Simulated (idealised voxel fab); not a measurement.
process module | voxel self aligned contacts
cross-section cut | 270 nm wide | cells 5 nm
A cross-section is a grid of square cells, given in bands from the top down. A band is one or more rows of cells.
Each band's line starts with the height of the band's top and of its bottom, in nm. Then come its materials from left to right, each with its width in nm. One material with "throughout" fills the band from edge to edge. "air" is empty space.
Height 0 is the level under which the wafer as received is all one material. The lowest band goes on downwards, as in "0 down".
A width such as "30 to 40" changes by the same amount from each row of cells to the next, from the band's top row to its bottom row.
"no change" after a step means that no cell of the cross-section changed.
closed voids: empty space of 8 cells or more with no open way to the top, each as width x height at its distance from the left edge, in nm
after a step's settings: what the simulator itself notes on the step
overlay nm, on a step with a mask: how far to the right of its planned place the mask lay; to the left if negative
plan
1 op RECEIVE | material Si
2 op OXIDIZE | depth nm 5
3 op DIRECTIONAL_DEP | material polySi | thk nm 20
4 op DIRECTIONAL_DEP | material SiN | thk nm 20
5 op MASKED_ETCH | tone cover | mask id GATE | width nm 25 | pitch nm 60 | etch materials SiN | depth nm 20 | overlay nm 0
6 op MASKED_ETCH | tone cover | mask id GATE | width nm 25 | pitch nm 60 | etch materials polySi | depth nm 20 | overlay nm 0
7 op CONFORMAL_DEP | material SiN | thk nm 5
8 op DIRECTIONAL_ETCH | etch materials SiN | depth nm 5
9 op FILL_DEP | material SiO2 | thk nm 10
10 op CMP | height nm 45
11 op PATTERN | tone open | mask id CONTACT | material resist | width nm 45 | thk nm 15 | overlay nm 0
12 op DIRECTIONAL_ETCH | etch materials SiO2 | depth nm 50
13 op STRIP | etch materials resist
14 op CONFORMAL_DEP | material TiN | thk nm 5
15 op FILL_DEP | material W | thk nm 5
16 op CMP | height nm 45
17 op CONFORMAL_DEP | material SiCN | thk nm 5
first wafer, as planned
as received, after step 1
  0 down: Si throughout
  closed voids: none
after step 2
  0 to -5: SiO2 throughout
  below -5: unchanged
after step 3
  20 to 0: polySi throughout
  below 0: unchanged
after step 4
  40 to 20: SiN throughout
  below 20: unchanged
after step 5
  40 to 20: air 90 | SiN 25 | air 35 | SiN 25 | air 95
  below 20: unchanged
after step 6
  40 to 20: air 90 | SiN 25 | air 35 | SiN 25 | air 95
  20 to 0: air 90 | polySi 25 | air 35 | polySi 25 | air 95
  below 0: unchanged
after step 7
  45 to 20: air 85 | SiN 35 | air 25 | SiN 35 | air 90
  20 to 5: air 85 | SiN 5 | polySi 25 | SiN 5 | air 25 | SiN 5 | polySi 25 | SiN 5 | air 90
  5 to 0: SiN 90 | polySi 25 | SiN 35 | polySi 25 | SiN 95
  below 0: unchanged
after step 8
  40 to 20: air 85 | SiN 35 | air 25 | SiN 35 | air 90
  20 to 0: air 85 | SiN 5 | polySi 25 | SiN 5 | air 25 | SiN 5 | polySi 25 | SiN 5 | air 90
  below 0: unchanged
after step 9
  50 to 40: SiO2 throughout
  40 to 20: SiO2 85 | SiN 35 | SiO2 25 | SiN 35 | SiO2 90
  20 to 0: SiO2 85 | SiN 5 | polySi 25 | SiN 5 | SiO2 25 | SiN 5 | polySi 25 | SiN 5 | SiO2 90
  below 0: unchanged
after step 10
  45 to 40: SiO2 throughout
  below 40: unchanged
after step 11
  60 to 45: resist 110 | air 45 | resist 115
  below 45: unchanged
after step 12
  60 to 45: resist 110 | air 45 | resist 115
  45 to 40: SiO2 110 | air 45 | SiO2 115
  40 to 20: SiO2 85 | SiN 35 | air 25 | SiN 35 | SiO2 90
  20 to 0: SiO2 85 | SiN 5 | polySi 25 | SiN 5 | air 25 | SiN 5 | polySi 25 | SiN 5 | SiO2 90
  0 to -5: SiO2 120 | air 25 | SiO2 125
  below -5: unchanged
after step 13
  45 to 40: SiO2 110 | air 45 | SiO2 115
  below 40: unchanged
after step 14
  50 to 45: TiN 115 | air 35 | TiN 120
  45 to 40: SiO2 110 | TiN 15 | air 15 | TiN 15 | SiO2 115
  40 to 20: SiO2 85 | SiN 35 | TiN 5 | air 15 | TiN 5 | SiN 35 | SiO2 90
  20 to 0: SiO2 85 | SiN 5 | polySi 25 | SiN 5 | TiN 5 | air 15 | TiN 5 | SiN 5 | polySi 25 | SiN 5 | SiO2 90
  0 to -5: SiO2 120 | TiN 25 | SiO2 125
  below -5: unchanged
after step 15
  55 to 50: W throughout
  50 to 45: TiN 115 | W 35 | TiN 120
  45 to 40: SiO2 110 | TiN 15 | W 15 | TiN 15 | SiO2 115
  40 to 20: SiO2 85 | SiN 35 | TiN 5 | W 15 | TiN 5 | SiN 35 | SiO2 90
  20 to 0: SiO2 85 | SiN 5 | polySi 25 | SiN 5 | TiN 5 | W 15 | TiN 5 | SiN 5 | polySi 25 | SiN 5 | SiO2 90
  below 0: unchanged
after step 16
  45 to 40: SiO2 110 | TiN 15 | W 15 | TiN 15 | SiO2 115
  below 40: unchanged
after step 17
  50 to 45: SiCN throughout
  below 45: unchanged
second wafer: like start, like plan, one mistake. Through step 3 it matches the first wafer
when step 4 should have ended
  60 to 20: SiN throughout
  below 20: unchanged
when step 5 should have ended
  60 to 40: air 90 | SiN 25 | air 35 | SiN 25 | air 95
  below 40: unchanged
when step 6 should have ended: no change
when step 7 should have ended
  65 to 45: air 85 | SiN 35 | air 25 | SiN 35 | air 90
  45 to 20: SiN throughout
  below 20: unchanged
when step 8 should have ended
  60 to 40: air 85 | SiN 35 | air 25 | SiN 35 | air 90
  below 40: unchanged
when step 9 should have ended
  70 to 60: SiO2 throughout
  60 to 40: SiO2 85 | SiN 35 | SiO2 25 | SiN 35 | SiO2 90
  below 40: unchanged
when step 10 should have ended
  45 to 40: SiO2 85 | SiN 35 | SiO2 25 | SiN 35 | SiO2 90
  below 40: unchanged
when step 11 should have ended
  60 to 45: resist 110 | air 45 | resist 115
  below 45: unchanged
when step 12 should have ended
  60 to 45: resist 110 | air 45 | resist 115
  45 to 40: SiO2 85 | SiN 35 | air 25 | SiN 35 | SiO2 90
  below 40: unchanged
when step 13 should have ended
  45 to 40: SiO2 85 | SiN 35 | air 25 | SiN 35 | SiO2 90
  below 40: unchanged
when step 14 should have ended
  50 to 45: TiN 125 | air 15 | TiN 130
  45 to 40: SiO2 85 | SiN 35 | TiN 25 | SiN 35 | SiO2 90
  below 40: unchanged
when step 15 should have ended
  55 to 50: W throughout
  50 to 45: TiN 125 | W 15 | TiN 130
  below 45: unchanged
when step 16 should have ended
  45 to 40: SiO2 85 | SiN 35 | TiN 25 | SiN 35 | SiO2 90
  below 40: unchanged
when step 17 should have ended
  50 to 45: SiCN throughout
  below 45: unchanged
what went wrong: step 4 was run twice
at the end the second wafer has, in cells: 158 more of SiN | 285 fewer of SiO2 | 22 fewer of TiN | 27 fewer of W | 176 more of polySi
